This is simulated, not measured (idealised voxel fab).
Process module heading - voxel spacer lines
It is cross-section cut that appears here, measuring 210 nm in width, its square cells being 5 nm in size.
This document writes a cross-section as a grid whose cells are square, and gives it as bands, listed from the top down; one or more rows of cells form a band.
Band: top and bottom heights (nm) first, top before bottom; then materials from left to right, widths in nm. "throughout" marks a sole material filling the band edge to edge. "empty" denotes empty space.
Height is counted from the level 0, under which the received wafer is composed throughout of one material. The lowest of the bands is not closed at the bottom but continues downward, in the notation "z 0 and below".
Width spec "30..40" -> top row of cells at first value, bottom row at second value, equal per-row change in between.
Where the words "no modification" appear for a step, the cross-section shows no cell changed by that step; every cell remained as before.
"Sealed cavities" contains a list of empty spaces, each no smaller than 8 cells and without an open way to the top, written in the form width x height at distance with the distance from the left edge and all three in nm.
Whatever follows a step's settings on its line is a remark the simulator itself makes about that step.
A step's line can hold "overlay nm"; with a mask on that step, the setting says how far right of the planned place the mask lay, while a negative setting says it lay to the left.
# Planned step list for the process
1. RECEIVE (material Si)
2. CONFORMAL_DEP (material Al2O3; thk nm 10)
3. DIRECTIONAL_DEP (material W; thk nm 15)
4. DIRECTIONAL_DEP (material aC; thk nm 30)
5. PATTERN (tone cover; mask id MANDREL; material resist; width nm 20; pitch nm 70; thk nm 35; overlay nm 0)
6. DIRECTIONAL_ETCH (etch materials aC; depth nm 30)
7. STRIP (etch materials resist)
8. CONFORMAL_DEP (material SiO2; thk nm 15)
9. DIRECTIONAL_ETCH (etch materials SiO2; depth nm 15)
10. STRIP (etch materials aC)
11. DIRECTIONAL_ETCH (etch materials W; depth nm 15)
12. STRIP (etch materials SiO2)
13. FILL_DEP (material lowk; thk nm 10)
14. CMP (height nm 25)
# Wafer as received: cross-section following step 1
	z 0 and below | Si throughout
	Sealed cavities: none
# Result of the module, cross-sectioned: start per above, plan per above, one error in how it was run
	z 25 to 10 | 45 lowk, 15 W, 20 lowk, 15 W, 20 lowk, 15 W, 20 lowk, 15 W, 45 lowk
	z 10 to 0 | aC throughout
	z 0 and below | Si throughout
	Sealed cavities: none
Short version of what went wrong: step 2 did not use the planned setting and instead ran as CONFORMAL_DEP (material aC; thk nm 10)
